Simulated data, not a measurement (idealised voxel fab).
process module | voxel transistor to metal
cross-section cut | 260 nm wide | cells 5 nm
A cross-section is a grid of square cells, given in bands from the top down. A band is one or more rows of cells.
Each band's line starts with the height of the band's top and of its bottom, in nm. Then come its materials from left to right, each with its width in nm. One material with "throughout" fills the band from edge to edge. "air" is empty space.
Height 0 is the level under which the wafer as received is all one material. The lowest band goes on downwards, as in "0 down".
A width such as "30 to 40" changes by the same amount from each row of cells to the next, from the band's top row to its bottom row.
"no change" after a step means that no cell of the cross-section changed.
closed voids: empty space of 8 cells or more with no open way to the top, each as width x height at its distance from the left edge, in nm
after a step's settings: what the simulator itself notes on the step
overlay nm, on a step with a mask: how far to the right of its planned place the mask lay; to the left if negative
plan
1 op RECEIVE | material Si
2 op OXIDIZE | depth nm 5
3 op CONFORMAL_DEP | material SiN | thk nm 15
4 op PATTERN | tone cover | mask id ACTIVE | material resist | width nm 95 | pitch nm 125 | thk nm 15 | overlay nm 0
5 op DIRECTIONAL_ETCH | etch materials SiN | depth nm 15
6 op DIRECTIONAL_ETCH | etch materials SiO2 | depth nm 5
7 op DIRECTIONAL_ETCH | etch materials Si | depth nm 30
8 op STRIP | etch materials resist
9 op OXIDIZE | depth nm 5
10 op FILL_DEP | material SiO2 | thk nm 10
11 op CMP | height nm 15
12 op SELECTIVE_ETCH | etch materials SiO2 | depth nm 10
13 op STRIP | etch materials SiN
14 op SELECTIVE_ETCH | etch materials SiO2 | depth nm 5
15 op OXIDIZE | depth nm 5
16 op DIRECTIONAL_DEP | material polySi | thk nm 25
17 op DIRECTIONAL_DEP | material SiCN | thk nm 15
18 op MASKED_ETCH | tone cover | mask id GATE | width nm 25 | pitch nm 125 | etch materials SiCN | depth nm 25 | overlay nm 0
19 op MASKED_ETCH | tone cover | mask id GATE | width nm 25 | pitch nm 125 | etch materials polySi | depth nm 35 | overlay nm 0
20 op CONFORMAL_DEP | material SiN | thk nm 5
21 op DIRECTIONAL_ETCH | etch materials SiN | depth nm 5
22 op DIRECTIONAL_ETCH | etch materials SiO2 | depth nm 5
23 op DIRECTIONAL_ETCH | etch materials Si | depth nm 15
24 op EPI | material SiGe | thk nm 15
25 op FILL_DEP | material SiO2 | thk nm 5
26 op CMP | height nm 35
27 op DIRECTIONAL_DEP | material SiO2 | thk nm 15
28 op MASKED_ETCH | tone open | mask id CONTACT | width nm 25 | etch materials SiO2 | depth nm 60 | overlay nm 0
29 op CONFORMAL_DEP | material TiN | thk nm 5
30 op FILL_DEP | material W | thk nm 5
31 op CMP | height nm 50
32 op CONFORMAL_DEP | material SiN | thk nm 5
33 op DIRECTIONAL_DEP | material SiO2 | thk nm 15
34 op DIRECTIONAL_DEP | material aC | thk nm 15
35 op PATTERN | tone open | mask id METAL_1 | material resist | width nm 15 | thk nm 30 | overlay nm 0
36 op DIRECTIONAL_ETCH | etch materials aC | depth nm 15
37 op STRIP | etch materials resist
38 op DIRECTIONAL_ETCH | etch materials SiO2 | depth nm 15
39 op DIRECTIONAL_ETCH | etch materials SiN | depth nm 5
40 op STRIP | etch materials aC
41 op CONFORMAL_DEP | material TiN | thk nm 5
42 op FILL_DEP | material Cu | thk nm 10
43 op CMP | height nm 70
44 op CONFORMAL_DEP | material SiN | thk nm 5
as received, after step 1
  0 down: Si throughout
  closed voids: none
first wafer at the end, as planned
  75 to 70: SiN throughout
  70 to 55: SiO2 25 | TiN 5 | Cu 5 | TiN 5 | SiO2 55 | TiN 5 | Cu 5 | TiN 5 | SiO2 40 | TiN 5 | Cu 5 | TiN 5 | SiO2 55 | TiN 5 | Cu 5 | TiN 5 | SiO2 25
  55 to 50: SiN 25 | TiN 15 | SiN 55 | TiN 15 | SiN 40 | TiN 15 | SiN 55 | TiN 15 | SiN 25
  50 to 35: SiO2 25 | TiN 5 | W 15 | TiN 5 | SiO2 35 | TiN 5 | W 15 | TiN 5 | SiO2 40 | TiN 5 | W 15 | TiN 5 | SiO2 35 | TiN 5 | W 15 | TiN 5 | SiO2 25
  35 to 20: SiO2 25 | TiN 5 | W 15 | TiN 5 | SiN 5 | SiCN 25 | SiN 5 | TiN 5 | W 15 | TiN 5 | SiO2 40 | TiN 5 | W 15 | TiN 5 | SiN 5 | SiCN 25 | SiN 5 | TiN 5 | W 15 | TiN 5 | SiO2 25
  20 to 10: SiO2 25 | TiN 5 | W 15 | TiN 5 | SiN 5 | polySi 25 | SiN 5 | TiN 5 | W 15 | TiN 5 | SiO2 40 | TiN 5 | W 15 | TiN 5 | SiN 5 | polySi 25 | SiN 5 | TiN 5 | W 15 | TiN 5 | SiO2 25
  10 to 5: SiO2 25 | TiN 25 | SiN 5 | polySi 25 | SiN 5 | TiN 25 | SiO2 40 | TiN 25 | SiN 5 | polySi 25 | SiN 5 | TiN 25 | SiO2 25
  5 to 0: SiO2 25 | TiN 10 | SiGe 15 | SiN 5 | polySi 25 | SiN 5 | SiGe 15 | TiN 10 | SiO2 40 | TiN 10 | SiGe 15 | SiN 5 | polySi 25 | SiN 5 | SiGe 15 | TiN 10 | SiO2 25
  0 to -5: SiO2 15 | SiN 5 | SiO2 5 | TiN 10 | SiGe 15 | SiN 5 | polySi 25 | SiN 5 | SiGe 15 | TiN 10 | SiO2 5 | SiN 5 | SiO2 20 | SiN 5 | SiO2 5 | TiN 10 | SiGe 15 | SiN 5 | polySi 25 | SiN 5 | SiGe 15 | TiN 10 | SiO2 5 | SiN 5 | SiO2 15
  -5 to -10: SiO2 25 | TiN 10 | SiGe 15 | SiO2 35 | SiGe 15 | TiN 10 | SiO2 40 | TiN 10 | SiGe 15 | SiO2 35 | SiGe 15 | TiN 10 | SiO2 25
  -10 to -25: SiO2 25 | SiGe 25 | Si 35 | SiGe 25 | SiO2 40 | SiGe 25 | Si 35 | SiGe 25 | SiO2 25
  -25 to -40: SiO2 25 | Si 85 | SiO2 40 | Si 85 | SiO2 25
  -40 down: Si throughout
  closed voids: none
second wafer at the end: like start, like plan, one mistake
  90 to 85: SiN throughout
  85 to 75: Cu throughout
  75 to 70: TiN 30 | Cu 5 | TiN 65 | Cu 5 | TiN 50 | Cu 5 | TiN 65 | Cu 5 | TiN 30
  70 to 55: SiO2 25 | TiN 5 | Cu 5 | TiN 5 | SiO2 55 | TiN 5 | Cu 5 | TiN 5 | SiO2 40 | TiN 5 | Cu 5 | TiN 5 | SiO2 55 | TiN 5 | Cu 5 | TiN 5 | SiO2 25
  55 to 50: SiN 25 | TiN 15 | SiN 55 | TiN 15 | SiN 40 | TiN 15 | SiN 55 | TiN 15 | SiN 25
  50 to 35: SiO2 25 | TiN 5 | W 15 | TiN 5 | SiO2 35 | TiN 5 | W 15 | TiN 5 | SiO2 40 | TiN 5 | W 15 | TiN 5 | SiO2 35 | TiN 5 | W 15 | TiN 5 | SiO2 25
  35 to 20: SiO2 25 | TiN 5 | W 15 | TiN 5 | SiN 5 | SiCN 25 | SiN 5 | TiN 5 | W 15 | TiN 5 | SiO2 40 | TiN 5 | W 15 | TiN 5 | SiN 5 | SiCN 25 | SiN 5 | TiN 5 | W 15 | TiN 5 | SiO2 25
  20 to 10: SiO2 25 | TiN 5 | W 15 | TiN 5 | SiN 5 | polySi 25 | SiN 5 | TiN 5 | W 15 | TiN 5 | SiO2 40 | TiN 5 | W 15 | TiN 5 | SiN 5 | polySi 25 | SiN 5 | TiN 5 | W 15 | TiN 5 | SiO2 25
  10 to 5: SiO2 25 | TiN 25 | SiN 5 | polySi 25 | SiN 5 | TiN 25 | SiO2 40 | TiN 25 | SiN 5 | polySi 25 | SiN 5 | TiN 25 | SiO2 25
  5 to 0: SiO2 25 | TiN 10 | SiGe 15 | SiN 5 | polySi 25 | SiN 5 | SiGe 15 | TiN 10 | SiO2 40 | TiN 10 | SiGe 15 | SiN 5 | polySi 25 | SiN 5 | SiGe 15 | TiN 10 | SiO2 25
  0 to -5: SiO2 15 | SiN 5 | SiO2 5 | TiN 10 | SiGe 15 | SiN 5 | polySi 25 | SiN 5 | SiGe 15 | TiN 10 | SiO2 5 | SiN 5 | SiO2 20 | SiN 5 | SiO2 5 | TiN 10 | SiGe 15 | SiN 5 | polySi 25 | SiN 5 | SiGe 15 | TiN 10 | SiO2 5 | SiN 5 | SiO2 15
  -5 to -10: SiO2 25 | TiN 10 | SiGe 15 | SiO2 35 | SiGe 15 | TiN 10 | SiO2 40 | TiN 10 | SiGe 15 | SiO2 35 | SiGe 15 | TiN 10 | SiO2 25
  -10 to -25: SiO2 25 | SiGe 25 | Si 35 | SiGe 25 | SiO2 40 | SiGe 25 | Si 35 | SiGe 25 | SiO2 25
  -25 to -40: SiO2 25 | Si 85 | SiO2 40 | Si 85 | SiO2 25
  -40 down: Si throughout
  closed voids: none
what went wrong: step 43 was left out
at the end the second wafer has, in cells: 108 more of Cu | 48 more of TiN
